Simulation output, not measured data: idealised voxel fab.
Process module heading - voxel wiring stack
Shown is cross-section cut, with a width of 250 nm and square cells of size 5 nm.
The cross-sections in this document take the form of a grid made of square cells. They are written out as bands, in order from top to bottom. Each band consists of one or more rows of cells.
Basically the band line says how high the top is and how high the bottom is, in nm, and then what's in it from left to right, every material with its width in nm. Empty space shows up as "blank", and if a single material carries "edge to edge" it runs the full band edge to edge.
Basically, 0 is our baseline, since under it the wafer straight out of the box is all one material. The bottom band has no lower end and keeps on going down, so it looks like "0 and below".
The width entry "30->40" should be interpreted row by row: the top row of cells in the band takes the first number, the bottom row takes the second number, and the change between adjacent rows is uniform throughout.
You'll sometimes find "remains unaltered" written for a step, and that's the way of saying that nowhere in the cross-section did a cell change during that step.
Voids not open to the top, 8 cells minimum: see "Closed void inventory". Written width x height at distance; distance is from the left edge; nm.
Where a step's line continues beyond its settings, the continuation is a remark by the simulator itself on that step.
Each step line may optionally specify "overlay nm", which for a step with a mask gives the rightward distance between the mask's planned place and where it lay, a negative value indicating the leftward direction.
If you're wondering how to read the rest of this, here's the deal. It's pairs of cross-sections: one from before a process step, one from after it. The after one is only drawn as far down as the lowest band that changed. Right under each pair you'll see which step sits between them and what its settings were. Don't read the pairs as one continuous story, though. They can come from different runs of this module on the same starting wafer, and a pair only carries on from the one above it where its entry headed "State before" says so.

## State before
    80 down to 65 = 75 aC, 20 blank, 20 aC, 20 blank, 20 aC, 20 blank, 75 aC
    65 down to 50 = 75 SiO2, 20 blank, 20 SiO2, 20 blank, 20 SiO2, 20 blank, 75 SiO2
    50 down to 45 = 75 SiCN, 20 blank, 20 SiCN, 20 blank, 20 SiCN, 20 blank, 75 SiCN
    45 down to 35 = 75 SiO2, 5 TiN, 5 Cu, 5 TiN, 25 SiO2, 5 TiN, 5 Cu, 5 TiN, 25 SiO2, 5 TiN, 5 Cu, 5 TiN, 80 SiO2
    35 down to 30 = 75 SiCN, 15 TiN, 25 SiCN, 15 TiN, 25 SiCN, 15 TiN, 80 SiCN
    30 down to 20 = 75 lowk, 5 TiN, 10 W, 5 TiN, 20 lowk, 5 TiN, 10 W, 5 TiN, 20 lowk, 5 TiN, 10 W, 5 TiN, 75 lowk
    20 down to 15 = 75 lowk, 20 TiN, 20 lowk, 20 TiN, 20 lowk, 20 TiN, 75 lowk
    15 down to 5 = SiO2 edge to edge
    5 down to 0 = SiCN edge to edge
    0 and below = Si edge to edge
    Closed void inventory: none

## Sectional Result
    65 down to 50 = 75 SiO2, 20 blank, 20 SiO2, 20 blank, 20 SiO2, 20 blank, 75 SiO2
    No changes below 50.
    Closed void inventory: none
Operation between the pre and post cross-sections above: STRIP with etch materials aC

State before: nothing new to draw here, it's the after view of the pair just above.

## Sectional Result
    70 down to 65 = 80 TiN, 10 blank, 30 TiN, 10 blank, 30 TiN, 10 blank, 80 TiN
    65 down to 50 = 75 SiO2, 5 TiN, 10 blank, 5 TiN, 20 SiO2, 5 TiN, 10 blank, 5 TiN, 20 SiO2, 5 TiN, 10 blank, 5 TiN, 75 SiO2
    50 down to 45 = 75 SiCN, 20 TiN, 20 SiCN, 20 TiN, 20 SiCN, 20 TiN, 75 SiCN
    No changes below 45.
    Closed void inventory: none
Operation between the pre and post cross-sections above: CONFORMAL_DEP with material TiN, thk nm 5

State before: nothing new to draw here, it's the after view of the pair just above.

## Sectional Result
    75 down to 70 = Ru edge to edge
    70 down to 65 = 80 TiN, 10 Ru, 30 TiN, 10 Ru, 30 TiN, 10 Ru, 80 TiN
    65 down to 50 = 75 SiO2, 5 TiN, 10 Ru, 5 TiN, 20 SiO2, 5 TiN, 10 Ru, 5 TiN, 20 SiO2, 5 TiN, 10 Ru, 5 TiN, 75 SiO2
    No changes below 50.
    Closed void inventory: none
Operation between the pre and post cross-sections above: FILL_DEP with material Ru, thk nm 5

State before: nothing new to draw here, it's the after view of the pair just above.

## Sectional Result
    65 down to 50 = 75 SiO2, 5 TiN, 10 Ru, 5 TiN, 20 SiO2, 5 TiN, 10 Ru, 5 TiN, 20 SiO2, 5 TiN, 10 Ru, 5 TiN, 75 SiO2
    No changes below 50.
    Closed void inventory: none
Operation between the pre and post cross-sections above: CMP with height nm 65

State before: nothing new to draw here, it's the after view of the pair just above.

## Sectional Result
    70 down to 65 = SiCN edge to edge
    No changes below 65.
    Closed void inventory: none
Operation between the pre and post cross-sections above: CONFORMAL_DEP with material SiCN, thk nm 5

State before: nothing new to draw here, it's the after view of the pair just above.

## Sectional Result
    105 down to 70 = lowk edge to edge
    No changes below 70.
    Closed void inventory: none
Operation between the pre and post cross-sections above: DIRECTIONAL_DEP with material lowk, thk nm 35

State before: nothing new to draw here, it's the after view of the pair just above.

## Sectional Result
    115 down to 105 = aC edge to edge
    No changes below 105.
    Closed void inventory: none
Operation between the pre and post cross-sections above: DIRECTIONAL_DEP with material aC, thk nm 10

State before: nothing new to draw here, it's the after view of the pair just above.

## Sectional Result
    140 down to 115 = 75 resist, 15 blank, 25 resist, 15 blank, 25 resist, 15 blank, 80 resist
    No changes below 115.
    Closed void inventory: none
Operation between the pre and post cross-sections above: PATTERN with tone open, mask id METAL_3_HOLES, material resist, width nm 15, pitch nm 40, thk nm 25, overlay nm 0

State before: nothing new to draw here, it's the after view of the pair just above.

## Sectional Result
    130 down to 115 = 75 resist, 15 blank, 25 resist, 15 blank, 25 resist, 15 blank, 80 resist
    115 down to 105 = 75 aC, 15 blank, 25 aC, 15 blank, 25 aC, 15 blank, 80 aC
    No changes below 105.
    Closed void inventory: none
Operation between the pre and post cross-sections above: DIRECTIONAL_ETCH with etch materials aC, depth nm 10

State before: nothing new to draw here, it's the after view of the pair just above.

## Sectional Result
    115 down to 105 = 75 aC, 15 blank, 25 aC, 15 blank, 25 aC, 15 blank, 80 aC
    No changes below 105.
    Closed void inventory: none
Operation between the pre and post cross-sections above: STRIP with etch materials resist

State before: nothing new to draw here, it's the after view of the pair just above.

## Sectional Result
    115 down to 105 = 75 aC, 15 blank, 25 aC, 15 blank, 25 aC, 15 blank, 80 aC
    105 down to 70 = 75 lowk, 15 blank, 25 lowk, 15 blank, 25 lowk, 15 blank, 80 lowk
    No changes below 70.
    Closed void inventory: none
Operation between the pre and post cross-sections above: DIRECTIONAL_ETCH with etch materials lowk, depth nm 35

State before: nothing new to draw here, it's the after view of the pair just above.

## Sectional Result
    105 down to 70 = 75 lowk, 15 blank, 25 lowk, 15 blank, 25 lowk, 15 blank, 80 lowk
    No changes below 70.
    Closed void inventory: none
Operation between the pre and post cross-sections above: STRIP with etch materials aC

State before: nothing new to draw here, it's the after view of the pair just above.

## Sectional Result
    125 down to 105 = 75 resist, 20 blank, 20 resist, 20 blank, 20 resist, 20 blank, 75 resist
    No changes below 105.
    Closed void inventory: none
Operation between the pre and post cross-sections above: PATTERN with tone open, mask id METAL_3, material resist, width nm 20, pitch nm 40, thk nm 20, overlay nm 0

State before: nothing new to draw here, it's the after view of the pair just above.

## Sectional Result
    125 down to 105 = 75 resist, 20 blank, 20 resist, 20 blank, 20 resist, 20 blank, 75 resist
    105 down to 85 = 75 lowk, 20 blank, 20 lowk, 20 blank, 20 lowk, 20 blank, 75 lowk
    No changes below 85.
    Closed void inventory: none
Operation between the pre and post cross-sections above: DIRECTIONAL_ETCH with etch materials lowk, depth nm 20

State before: nothing new to draw here, it's the after view of the pair just above.

## Sectional Result
    125 down to 105 = 75 resist, 20 blank, 20 resist, 20 blank, 20 resist, 20 blank, 75 resist
    105 down to 85 = 75 lowk, 20 blank, 20 lowk, 20 blank, 20 lowk, 20 blank, 75 lowk
    85 down to 70 = 75 lowk, 15 blank, 25 lowk, 15 blank, 25 lowk, 15 blank, 80 lowk
    70 down to 65 = 75 SiCN, 15 blank, 25 SiCN, 15 blank, 25 SiCN, 15 blank, 80 SiCN
    No changes below 65.
    Closed void inventory: none
Operation between the pre and post cross-sections above: DIRECTIONAL_ETCH with etch materials SiCN, depth nm 5

State before: nothing new to draw here, it's the after view of the pair just above.

## Sectional Result
    105 down to 85 = 75 lowk, 20 blank, 20 lowk, 20 blank, 20 lowk, 20 blank, 75 lowk
    No changes below 85.
    Closed void inventory: none
Operation between the pre and post cross-sections above: STRIP with etch materials resist

State before: nothing new to draw here, it's the after view of the pair just above.

## Sectional Result
    110 down to 105 = 80 TiN, 10 blank, 30 TiN, 10 blank, 30 TiN, 10 blank, 80 TiN
    105 down to 90 = 75 lowk, 5 TiN, 10 blank, 5 TiN, 20 lowk, 5 TiN, 10 blank, 5 TiN, 20 lowk, 5 TiN, 10 blank, 5 TiN, 75 lowk
    90 down to 85 = 75 lowk, 5 TiN, 5 blank, 10 TiN, 20 lowk, 5 TiN, 5 blank, 10 TiN, 20 lowk, 5 TiN, 5 blank, 10 TiN, 75 lowk
    85 down to 70 = 75 lowk, 5 TiN, 5 blank, 5 TiN, 25 lowk, 5 TiN, 5 blank, 5 TiN, 25 lowk, 5 TiN, 5 blank, 5 TiN, 80 lowk
    70 down to 65 = 75 SiCN, 15 TiN, 25 SiCN, 15 TiN, 25 SiCN, 15 TiN, 80 SiCN
    No changes below 65.
    Closed void inventory: none
Operation between the pre and post cross-sections above: CONFORMAL_DEP with material TiN, thk nm 5

State before: nothing new to draw here, it's the after view of the pair just above.

## Sectional Result
    115 down to 110 = Cu edge to edge
    110 down to 105 = 80 TiN, 10 Cu, 30 TiN, 10 Cu, 30 TiN, 10 Cu, 80 TiN
    105 down to 90 = 75 lowk, 5 TiN, 10 Cu, 5 TiN, 20 lowk, 5 TiN, 10 Cu, 5 TiN, 20 lowk, 5 TiN, 10 Cu, 5 TiN, 75 lowk
    90 down to 85 = 75 lowk, 5 TiN, 5 Cu, 10 TiN, 20 lowk, 5 TiN, 5 Cu, 10 TiN, 20 lowk, 5 TiN, 5 Cu, 10 TiN, 75 lowk
    85 down to 70 = 75 lowk, 5 TiN, 5 Cu, 5 TiN, 25 lowk, 5 TiN, 5 Cu, 5 TiN, 25 lowk, 5 TiN, 5 Cu, 5 TiN, 80 lowk
    No changes below 70.
    Closed void inventory: none
Operation between the pre and post cross-sections above: FILL_DEP with material Cu, thk nm 5

State before: nothing new to draw here, it's the after view of the pair just above.

## Sectional Result
    105 down to 90 = 75 lowk, 5 TiN, 10 Cu, 5 TiN, 20 lowk, 5 TiN, 10 Cu, 5 TiN, 20 lowk, 5 TiN, 10 Cu, 5 TiN, 75 lowk
    No changes below 90.
    Closed void inventory: none
Operation between the pre and post cross-sections above: CMP with height nm 105

State before: nothing new to draw here, it's the after view of the pair just above.

## Sectional Result
    110 down to 105 = SiN edge to edge
    No changes below 105.
    Closed void inventory: none
Operation between the pre and post cross-sections above: CONFORMAL_DEP with material SiN, thk nm 5

## State before
    0 and below = Si edge to edge
    Closed void inventory: none

## Sectional Result
    5 down to 0 = SiO2 edge to edge
    No changes below 0.
    Closed void inventory: none
Operation between the pre and post cross-sections above: CONFORMAL_DEP with material SiO2, thk nm 5

State before: nothing new to draw here, it's the after view of the pair just above.

## Sectional Result
    10 down to 5 = SiCN edge to edge
    No changes below 5.
    Closed void inventory: none
Operation between the pre and post cross-sections above: CONFORMAL_DEP with material SiCN, thk nm 5

State before: nothing new to draw here, it's the after view of the pair just above.

## Sectional Result
    25 down to 10 = lowk edge to edge
    No changes below 10.
    Closed void inventory: none
Operation between the pre and post cross-sections above: DIRECTIONAL_DEP with material lowk, thk nm 15

State before: nothing new to draw here, it's the after view of the pair just above.

## Sectional Result
    40 down to 25 = aC edge to edge
    No changes below 25.
    Closed void inventory: none
Operation between the pre and post cross-sections above: DIRECTIONAL_DEP with material aC, thk nm 15

State before: nothing new to draw here, it's the after view of the pair just above.

## Sectional Result
    75 down to 40 = 75 resist, 20 blank, 20 resist, 20 blank, 20 resist, 20 blank, 75 resist
    No changes below 40.
    Closed void inventory: none
Operation between the pre and post cross-sections above: PATTERN with tone open, mask id METAL_1, material resist, width nm 20, pitch nm 40, thk nm 35, overlay nm 0

State before: nothing new to draw here, it's the after view of the pair just above.

## Sectional Result
    60 down to 40 = 75 resist, 20 blank, 20 resist, 20 blank, 20 resist, 20 blank, 75 resist
    40 down to 25 = 75 aC, 20 blank, 20 aC, 20 blank, 20 aC, 20 blank, 75 aC
    No changes below 25.
    Closed void inventory: none
Operation between the pre and post cross-sections above: DIRECTIONAL_ETCH with etch materials aC, depth nm 15

State before: nothing new to draw here, it's the after view of the pair just above.

## Sectional Result
    40 down to 25 = 75 aC, 20 blank, 20 aC, 20 blank, 20 aC, 20 blank, 75 aC
    No changes below 25.
    Closed void inventory: none
Operation between the pre and post cross-sections above: STRIP with etch materials resist

State before: nothing new to draw here, it's the after view of the pair just above.

## Sectional Result
    40 down to 25 = 75 aC, 20 blank, 20 aC, 20 blank, 20 aC, 20 blank, 75 aC
    25 down to 10 = 75 lowk, 20 blank, 20 lowk, 20 blank, 20 lowk, 20 blank, 75 lowk
    No changes below 10.
    Closed void inventory: none
Operation between the pre and post cross-sections above: DIRECTIONAL_ETCH with etch materials lowk, depth nm 15

State before: nothing new to draw here, it's the after view of the pair just above.

## Sectional Result
    40 down to 25 = 75 aC, 20 blank, 20 aC, 20 blank, 20 aC, 20 blank, 75 aC
    25 down to 10 = 75 lowk, 20 blank, 20 lowk, 20 blank, 20 lowk, 20 blank, 75 lowk
    10 down to 5 = 75 SiCN, 20 blank, 20 SiCN, 20 blank, 20 SiCN, 20 blank, 75 SiCN
    No changes below 5.
    Closed void inventory: none
Operation between the pre and post cross-sections above: DIRECTIONAL_ETCH with etch materials SiCN, depth nm 5

State before: nothing new to draw here, it's the after view of the pair just above.

## Sectional Result
    25 down to 10 = 75 lowk, 20 blank, 20 lowk, 20 blank, 20 lowk, 20 blank, 75 lowk
    No changes below 10.
    Closed void inventory: none
Operation between the pre and post cross-sections above: STRIP with etch materials aC

State before: nothing new to draw here, it's the after view of the pair just above.

## Sectional Result
    30 down to 25 = 80 TiN, 10 blank, 30 TiN, 10 blank, 30 TiN, 10 blank, 80 TiN
    25 down to 10 = 75 lowk, 5 TiN, 10 blank, 5 TiN, 20 lowk, 5 TiN, 10 blank, 5 TiN, 20 lowk, 5 TiN, 10 blank, 5 TiN, 75 lowk
    10 down to 5 = 75 SiCN, 20 TiN, 20 SiCN, 20 TiN, 20 SiCN, 20 TiN, 75 SiCN
    No changes below 5.
    Closed void inventory: none
Operation between the pre and post cross-sections above: CONFORMAL_DEP with material TiN, thk nm 5

State before: nothing new to draw here, it's the after view of the pair just above.

## Sectional Result
    35 down to 30 = W edge to edge
    30 down to 25 = 80 TiN, 10 W, 30 TiN, 10 W, 30 TiN, 10 W, 80 TiN
    25 down to 10 = 75 lowk, 5 TiN, 10 W, 5 TiN, 20 lowk, 5 TiN, 10 W, 5 TiN, 20 lowk, 5 TiN, 10 W, 5 TiN, 75 lowk
    No changes below 10.
    Closed void inventory: none
Operation between the pre and post cross-sections above: FILL_DEP with material W, thk nm 5

State before: nothing new to draw here, it's the after view of the pair just above.

## Sectional Result
    30 down to 25 = 80 TiN, 10 W, 30 TiN, 10 W, 30 TiN, 10 W, 80 TiN
    No changes below 25.
    Closed void inventory: none
Operation between the pre and post cross-sections above: CMP with height nm 30

State before: nothing new to draw here, it's the after view of the pair just above.

## Sectional Result
    35 down to 30 = SiCN edge to edge
    No changes below 30.
    Closed void inventory: none
Operation between the pre and post cross-sections above: CONFORMAL_DEP with material SiCN, thk nm 5

State before: nothing new to draw here, it's the after view of the pair just above.

## Sectional Result
    45 down to 35 = SiO2 edge to edge
    No changes below 35.
    Closed void inventory: none
Operation between the pre and post cross-sections above: DIRECTIONAL_DEP with material SiO2, thk nm 10

State before: nothing new to draw here, it's the after view of the pair just above.

## Sectional Result
    55 down to 45 = aC edge to edge
    No changes below 45.
    Closed void inventory: none
Operation between the pre and post cross-sections above: DIRECTIONAL_DEP with material aC, thk nm 10

State before: nothing new to draw here, it's the after view of the pair just above.

## Sectional Result
    85 down to 55 = 75 resist, 15 blank, 25 resist, 15 blank, 25 resist, 15 blank, 80 resist
    No changes below 55.
    Closed void inventory: none
Operation between the pre and post cross-sections above: PATTERN with tone open, mask id PLUG_1, material resist, width nm 15, pitch nm 40, thk nm 30, overlay nm 0

State before: nothing new to draw here, it's the after view of the pair just above.

## Sectional Result
    75 down to 55 = 75 resist, 15 blank, 25 resist, 15 blank, 25 resist, 15 blank, 80 resist
    55 down to 45 = 75 aC, 15 blank, 25 aC, 15 blank, 25 aC, 15 blank, 80 aC
    No changes below 45.
    Closed void inventory: none
Operation between the pre and post cross-sections above: DIRECTIONAL_ETCH with etch materials aC, depth nm 10

State before: nothing new to draw here, it's the after view of the pair just above.

## Sectional Result
    55 down to 45 = 75 aC, 15 blank, 25 aC, 15 blank, 25 aC, 15 blank, 80 aC
    No changes below 45.
    Closed void inventory: none
Operation between the pre and post cross-sections above: STRIP with etch materials resist

State before: nothing new to draw here, it's the after view of the pair just above.

## Sectional Result
    55 down to 45 = 75 aC, 15 blank, 25 aC, 15 blank, 25 aC, 15 blank, 80 aC
    45 down to 35 = 75 SiO2, 15 blank, 25 SiO2, 15 blank, 25 SiO2, 15 blank, 80 SiO2
    No changes below 35.
    Closed void inventory: none
Operation between the pre and post cross-sections above: DIRECTIONAL_ETCH with etch materials SiO2, depth nm 10

State before: nothing new to draw here, it's the after view of the pair just above.

## Sectional Result
    55 down to 45 = 75 aC, 15 blank, 25 aC, 15 blank, 25 aC, 15 blank, 80 aC
    45 down to 35 = 75 SiO2, 15 blank, 25 SiO2, 15 blank, 25 SiO2, 15 blank, 80 SiO2
    35 down to 30 = 75 SiCN, 15 blank, 25 SiCN, 15 blank, 25 SiCN, 15 blank, 80 SiCN
    No changes below 30.
    Closed void inventory: none
Operation between the pre and post cross-sections above: DIRECTIONAL_ETCH with etch materials SiCN, depth nm 5

State before: nothing new to draw here, it's the after view of the pair just above.

## Sectional Result
    45 down to 35 = 75 SiO2, 15 blank, 25 SiO2, 15 blank, 25 SiO2, 15 blank, 80 SiO2
    No changes below 35.
    Closed void inventory: none
Operation between the pre and post cross-sections above: STRIP with etch materials aC

State before: nothing new to draw here, it's the after view of the pair just above.

## Sectional Result
    50 down to 45 = 80 TiN, 5 blank, 35 TiN, 5 blank, 35 TiN, 5 blank, 85 TiN
    45 down to 35 = 75 SiO2, 5 TiN, 5 blank, 5 TiN, 25 SiO2, 5 TiN, 5 blank, 5 TiN, 25 SiO2, 5 TiN, 5 blank, 5 TiN, 80 SiO2
    35 down to 30 = 75 SiCN, 15 TiN, 25 SiCN, 15 TiN, 25 SiCN, 15 TiN, 80 SiCN
    No changes below 30.
    Closed void inventory: none
Operation between the pre and post cross-sections above: CONFORMAL_DEP with material TiN, thk nm 5

State before: nothing new to draw here, it's the after view of the pair just above.

## Sectional Result
    60 down to 50 = Cu edge to edge
    50 down to 45 = 80 TiN, 5 Cu, 35 TiN, 5 Cu, 35 TiN, 5 Cu, 85 TiN
    45 down to 35 = 75 SiO2, 5 TiN, 5 Cu, 5 TiN, 25 SiO2, 5 TiN, 5 Cu, 5 TiN, 25 SiO2, 5 TiN, 5 Cu, 5 TiN, 80 SiO2
    No changes below 35.
    Closed void inventory: none
Operation between the pre and post cross-sections above: FILL_DEP with material Cu, thk nm 10

State before: nothing new to draw here, it's the after view of the pair just above.

## Sectional Result
    45 down to 35 = 75 SiO2, 5 TiN, 5 Cu, 5 TiN, 25 SiO2, 5 TiN, 5 Cu, 5 TiN, 25 SiO2, 5 TiN, 5 Cu, 5 TiN, 80 SiO2
    No changes below 35.
    Closed void inventory: none
Operation between the pre and post cross-sections above: CMP with height nm 45

State before: nothing new to draw here, it's the after view of the pair just above.

## Sectional Result
    50 down to 45 = SiCN edge to edge
    No changes below 45.
    Closed void inventory: none
Operation between the pre and post cross-sections above: CONFORMAL_DEP with material SiCN, thk nm 5

State before: nothing new to draw here, it's the after view of the pair just above.

## Sectional Result
    65 down to 50 = SiO2 edge to edge
    No changes below 50.
    Closed void inventory: none
Operation between the pre and post cross-sections above: DIRECTIONAL_DEP with material SiO2, thk nm 15

State before: nothing new to draw here, it's the after view of the pair just above.

## Sectional Result
    80 down to 65 = aC edge to edge
    No changes below 65.
    Closed void inventory: none
Operation between the pre and post cross-sections above: DIRECTIONAL_DEP with material aC, thk nm 15

State before: nothing new to draw here, it's the after view of the pair just above.

## Sectional Result
    115 down to 80 = 75 resist, 20 blank, 20 resist, 20 blank, 20 resist, 20 blank, 75 resist
    No changes below 80.
    Closed void inventory: none
Operation between the pre and post cross-sections above: PATTERN with tone open, mask id METAL_2, material resist, width nm 20, pitch nm 40, thk nm 35, overlay nm 0

State before: nothing new to draw here, it's the after view of the pair just above.

## Sectional Result
    100 down to 80 = 75 resist, 20 blank, 20 resist, 20 blank, 20 resist, 20 blank, 75 resist
    80 down to 65 = 75 aC, 20 blank, 20 aC, 20 blank, 20 aC, 20 blank, 75 aC
    No changes below 65.
    Closed void inventory: none
Operation between the pre and post cross-sections above: DIRECTIONAL_ETCH with etch materials aC, depth nm 15

State before: nothing new to draw here, it's the after view of the pair just above.

## Sectional Result
    80 down to 65 = 75 aC, 20 blank, 20 aC, 20 blank, 20 aC, 20 blank, 75 aC
    No changes below 65.
    Closed void inventory: none
Operation between the pre and post cross-sections above: STRIP with etch materials resist

State before: nothing new to draw here, it's the after view of the pair just above.

## Sectional Result
    80 down to 65 = 75 aC, 20 blank, 20 aC, 20 blank, 20 aC, 20 blank, 75 aC
    65 down to 50 = 75 SiO2, 20 blank, 20 SiO2, 20 blank, 20 SiO2, 20 blank, 75 SiO2
    No changes below 50.
    Closed void inventory: none
Operation between the pre and post cross-sections above: DIRECTIONAL_ETCH with etch materials SiO2, depth nm 15

State before: nothing new to draw here, it's the after view of the pair just above.

## Sectional Result
    80 down to 65 = 75 aC, 20 blank, 20 aC, 20 blank, 20 aC, 20 blank, 75 aC
    65 down to 50 = 75 SiO2, 20 blank, 20 SiO2, 20 blank, 20 SiO2, 20 blank, 75 SiO2
    50 down to 45 = 75 SiCN, 20 blank, 20 SiCN, 20 blank, 20 SiCN, 20 blank, 75 SiCN
    No changes below 45.
    Closed void inventory: none
Operation between the pre and post cross-sections above: DIRECTIONAL_ETCH with etch materials SiCN, depth nm 5

State before: nothing new to draw here, it's the after view of the pair just above.

## Sectional Result
    65 down to 50 = 75 SiO2, 20 blank, 20 SiO2, 20 blank, 20 SiO2, 20 blank, 75 SiO2
    No changes below 50.
    Closed void inventory: none
Operation between the pre and post cross-sections above: STRIP with etch materials aC

State before: nothing new to draw here, it's the after view of the pair just above.

## Sectional Result
    70 down to 65 = 80 TiN, 10 blank, 30 TiN, 10 blank, 30 TiN, 10 blank, 80 TiN
    65 down to 50 = 75 SiO2, 5 TiN, 10 blank, 5 TiN, 20 SiO2, 5 TiN, 10 blank, 5 TiN, 20 SiO2, 5 TiN, 10 blank, 5 TiN, 75 SiO2
    50 down to 45 = 75 SiCN, 20 TiN, 20 SiCN, 20 TiN, 20 SiCN, 20 TiN, 75 SiCN
    No changes below 45.
    Closed void inventory: none
Operation between the pre and post cross-sections above: CONFORMAL_DEP with material TiN, thk nm 5

State before: nothing new to draw here, it's the after view of the pair just above.

## Sectional Result
    75 down to 70 = Ru edge to edge
    70 down to 65 = 80 TiN, 10 Ru, 30 TiN, 10 Ru, 30 TiN, 10 Ru, 80 TiN
    65 down to 50 = 75 SiO2, 5 TiN, 10 Ru, 5 TiN, 20 SiO2, 5 TiN, 10 Ru, 5 TiN, 20 SiO2, 5 TiN, 10 Ru, 5 TiN, 75 SiO2
    No changes below 50.
    Closed void inventory: none
Operation between the pre and post cross-sections above: FILL_DEP with material Ru, thk nm 5

State before: nothing new to draw here, it's the after view of the pair just above.

## Sectional Result
    65 down to 50 = 75 SiO2, 5 TiN, 10 Ru, 5 TiN, 20 SiO2, 5 TiN, 10 Ru, 5 TiN, 20 SiO2, 5 TiN, 10 Ru, 5 TiN, 75 SiO2
    No changes below 50.
    Closed void inventory: none
Operation between the pre and post cross-sections above: CMP with height nm 65

State before: nothing new to draw here, it's the after view of the pair just above.

## Sectional Result
    70 down to 65 = SiCN edge to edge
    No changes below 65.
    Closed void inventory: none
Operation between the pre and post cross-sections above: CONFORMAL_DEP with material SiCN, thk nm 5

State before: nothing new to draw here, it's the after view of the pair just above.

## Sectional Result
    105 down to 70 = lowk edge to edge
    No changes below 70.
    Closed void inventory: none
Operation between the pre and post cross-sections above: DIRECTIONAL_DEP with material lowk, thk nm 35

State before: nothing new to draw here, it's the after view of the pair just above.

## Sectional Result
    115 down to 105 = aC edge to edge
    No changes below 105.
    Closed void inventory: none
Operation between the pre and post cross-sections above: DIRECTIONAL_DEP with material aC, thk nm 10

State before: nothing new to draw here, it's the after view of the pair just above.

## Sectional Result
    140 down to 115 = 75 resist, 15 blank, 25 resist, 15 blank, 25 resist, 15 blank, 80 resist
    No changes below 115.
    Closed void inventory: none
Operation between the pre and post cross-sections above: PATTERN with tone open, mask id METAL_3_HOLES, material resist, width nm 15, pitch nm 40, thk nm 25, overlay nm 0

State before: nothing new to draw here, it's the after view of the pair just above.

## Sectional Result
    130 down to 115 = 75 resist, 15 blank, 25 resist, 15 blank, 25 resist, 15 blank, 80 resist
    115 down to 105 = 75 aC, 15 blank, 25 aC, 15 blank, 25 aC, 15 blank, 80 aC
    No changes below 105.
    Closed void inventory: none
Operation between the pre and post cross-sections above: DIRECTIONAL_ETCH with etch materials aC, depth nm 10

State before: nothing new to draw here, it's the after view of the pair just above.

## Sectional Result
    115 down to 105 = 75 aC, 15 blank, 25 aC, 15 blank, 25 aC, 15 blank, 80 aC
    No changes below 105.
    Closed void inventory: none
Operation between the pre and post cross-sections above: STRIP with etch materials resist

State before: nothing new to draw here, it's the after view of the pair just above.

## Sectional Result
    115 down to 105 = 75 aC, 15 blank, 25 aC, 15 blank, 25 aC, 15 blank, 80 aC
    105 down to 70 = 75 lowk, 15 blank, 25 lowk, 15 blank, 25 lowk, 15 blank, 80 lowk
    No changes below 70.
    Closed void inventory: none
Operation between the pre and post cross-sections above: DIRECTIONAL_ETCH with etch materials lowk, depth nm 35

State before: nothing new to draw here, it's the after view of the pair just above.

## Sectional Result
    105 down to 70 = 75 lowk, 15 blank, 25 lowk, 15 blank, 25 lowk, 15 blank, 80 lowk
    No changes below 70.
    Closed void inventory: none
Operation between the pre and post cross-sections above: STRIP with etch materials aC

State before: nothing new to draw here, it's the after view of the pair just above.

## Sectional Result
    125 down to 105 = 75 resist, 20 blank, 20 resist, 20 blank, 20 resist, 20 blank, 75 resist
    No changes below 105.
    Closed void inventory: none
Operation between the pre and post cross-sections above: PATTERN with tone open, mask id METAL_3, material resist, width nm 20, pitch nm 40, thk nm 20, overlay nm 0

State before: nothing new to draw here, it's the after view of the pair just above.

## Sectional Result
    125 down to 105 = 75 resist, 20 blank, 20 resist, 20 blank, 20 resist, 20 blank, 75 resist
    105 down to 85 = 75 lowk, 20 blank, 20 lowk, 20 blank, 20 lowk, 20 blank, 75 lowk
    No changes below 85.
    Closed void inventory: none
Operation between the pre and post cross-sections above: DIRECTIONAL_ETCH with etch materials lowk, depth nm 20

State before: nothing new to draw here, it's the after view of the pair just above.

## Sectional Result
    125 down to 105 = 75 resist, 20 blank, 20 resist, 20 blank, 20 resist, 20 blank, 75 resist
    105 down to 85 = 75 lowk, 20 blank, 20 lowk, 20 blank, 20 lowk, 20 blank, 75 lowk
    85 down to 70 = 75 lowk, 15 blank, 25 lowk, 15 blank, 25 lowk, 15 blank, 80 lowk
    70 down to 65 = 75 SiCN, 15 blank, 25 SiCN, 15 blank, 25 SiCN, 15 blank, 80 SiCN
    No changes below 65.
    Closed void inventory: none
Operation between the pre and post cross-sections above: DIRECTIONAL_ETCH with etch materials SiCN, depth nm 5

State before: nothing new to draw here, it's the after view of the pair just above.

## Sectional Result
    105 down to 85 = 75 lowk, 20 blank, 20 lowk, 20 blank, 20 lowk, 20 blank, 75 lowk
    No changes below 85.
    Closed void inventory: none
Operation between the pre and post cross-sections above: STRIP with etch materials resist

State before: nothing new to draw here, it's the after view of the pair just above.

## Sectional Result
    110 down to 105 = 80 TiN, 10 blank, 30 TiN, 10 blank, 30 TiN, 10 blank, 80 TiN
    105 down to 90 = 75 lowk, 5 TiN, 10 blank, 5 TiN, 20 lowk, 5 TiN, 10 blank, 5 TiN, 20 lowk, 5 TiN, 10 blank, 5 TiN, 75 lowk
    90 down to 85 = 75 lowk, 5 TiN, 5 blank, 10 TiN, 20 lowk, 5 TiN, 5 blank, 10 TiN, 20 lowk, 5 TiN, 5 blank, 10 TiN, 75 lowk
    85 down to 70 = 75 lowk, 5 TiN, 5 blank, 5 TiN, 25 lowk, 5 TiN, 5 blank, 5 TiN, 25 lowk, 5 TiN, 5 blank, 5 TiN, 80 lowk
    70 down to 65 = 75 SiCN, 15 TiN, 25 SiCN, 15 TiN, 25 SiCN, 15 TiN, 80 SiCN
    No changes below 65.
    Closed void inventory: none
Operation between the pre and post cross-sections above: CONFORMAL_DEP with material TiN, thk nm 5

State before: nothing new to draw here, it's the after view of the pair just above.

## Sectional Result
    115 down to 110 = Cu edge to edge
    110 down to 105 = 80 TiN, 10 Cu, 30 TiN, 10 Cu, 30 TiN, 10 Cu, 80 TiN
    105 down to 90 = 75 lowk, 5 TiN, 10 Cu, 5 TiN, 20 lowk, 5 TiN, 10 Cu, 5 TiN, 20 lowk, 5 TiN, 10 Cu, 5 TiN, 75 lowk
    90 down to 85 = 75 lowk, 5 TiN, 5 Cu, 10 TiN, 20 lowk, 5 TiN, 5 Cu, 10 TiN, 20 lowk, 5 TiN, 5 Cu, 10 TiN, 75 lowk
    85 down to 70 = 75 lowk, 5 TiN, 5 Cu, 5 TiN, 25 lowk, 5 TiN, 5 Cu, 5 TiN, 25 lowk, 5 TiN, 5 Cu, 5 TiN, 80 lowk
    No changes below 70.
    Closed void inventory: none
Operation between the pre and post cross-sections above: FILL_DEP with material Cu, thk nm 5
